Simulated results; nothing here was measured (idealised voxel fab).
The following is a process module called voxel self aligned contacts.
Cross-section cut: width 195 nm, square cells of 5 nm.
We lay out every cross-section as a grid of square cells and spell it out in bands from the top down, where one band means one or more rows of cells. For a band, the entry starts with two heights in nm, that of the top and then that of the bottom, and carries on with the band's materials in order from left to right, each alongside its width in nm; the word "edge to edge" beside a single material means it fills the band edge to edge, and "blank" means empty space. Height reference: 0 = level under which incoming wafer is all one material. Lowest band: no bottom, runs on downward, e.g. "0 nm and below". Think of "30..40" as a width that walks from the first number to the second as you go down the band, top row to bottom row, taking equal-sized steps from row to row. Where a step carries "nothing was modified", the cross-section came out of it unchanged, cell for cell. "Sealed void list" - sealed voids, min. 8 cells, no opening to top; format: width x height at distance (distance from left edge; nm throughout). On a step's line, text after the settings is the simulator commenting on that step. You can add "overlay nm" to a step's line. For a step with a mask, it describes how far the mask lay to the right of its planned position, and a negative number describes a lay to the left.
Process steps - plan
- 1: RECEIVE, material Si
- 2: OXIDIZE, depth nm 5
- 3: DIRECTIONAL_DEP, material polySi, thk nm 20
- 4: DIRECTIONAL_DEP, material SiN, thk nm 20
- 5: MASKED_ETCH, tone cover, mask id GATE, width nm 35, pitch nm 65, etch materials SiN, depth nm 20, overlay nm 0
- 6: MASKED_ETCH, tone cover, mask id GATE, width nm 35, pitch nm 65, etch materials polySi, depth nm 20, overlay nm 0
- 7: CONFORMAL_DEP, material SiN, thk nm 5
- 8: DIRECTIONAL_ETCH, etch materials SiN, depth nm 5
- 9: FILL_DEP, material SiO2, thk nm 20
- 10: CMP, height nm 50
- 11: MASKED_ETCH, tone open, mask id CONTACT, width nm 50, etch materials SiO2, depth nm 55, overlay nm 0
- 12: CONFORMAL_DEP, material TiN, thk nm 5
- 13: FILL_DEP, material W, thk nm 10
- 14: CMP, height nm 50
- 15: CONFORMAL_DEP, material SiCN, thk nm 5
Cross-section of the wafer upon arrival, representing the state reached after step 1
- 0 nm and below  Si edge to edge
- Sealed void list: none
Cross-section, first of two wafers, end of module, run as planned
- 55 nm to 50 nm  SiCN edge to edge
- 50 nm to 40 nm  SiO2 70; TiN 5..20; W 40..10; TiN 5..20; SiO2 75
- 40 nm to 20 nm  SiO2 40; SiN 45; TiN 5; W 10; TiN 5; SiN 45; SiO2 45
- 20 nm to 0 nm  SiO2 40; SiN 5; polySi 35; SiN 5; TiN 5; W 10; TiN 5; SiN 5; polySi 35; SiN 5; SiO2 45
- 0 nm to -5 nm  SiO2 85; TiN 20; SiO2 90
- -5 nm and below  Si edge to edge
- Sealed void list: none
Wafer two, sectioned after the module: the first wafer's start, the first wafer's plan, and one mistake in how it was run
- 55 nm to 50 nm  SiCN edge to edge
- 50 nm to 20 nm  SiN edge to edge
- 20 nm to 0 nm  SiN 45; polySi 35; SiN 30; polySi 35; SiN 50
- 0 nm to -5 nm  SiO2 edge to edge
- -5 nm and below  Si edge to edge
- Sealed void list: none
It is concluded that the wafer was processed incorrectly with respect to the plan, in that step 9 ran as: FILL_DEP, material SiN, thk nm 20
Bottom line after processing is that, in cells, the second wafer is up or down on some materials versus the first: SiN: 246 more | SiO2: 190 fewer | TiN: 30 fewer | W: 26 fewer
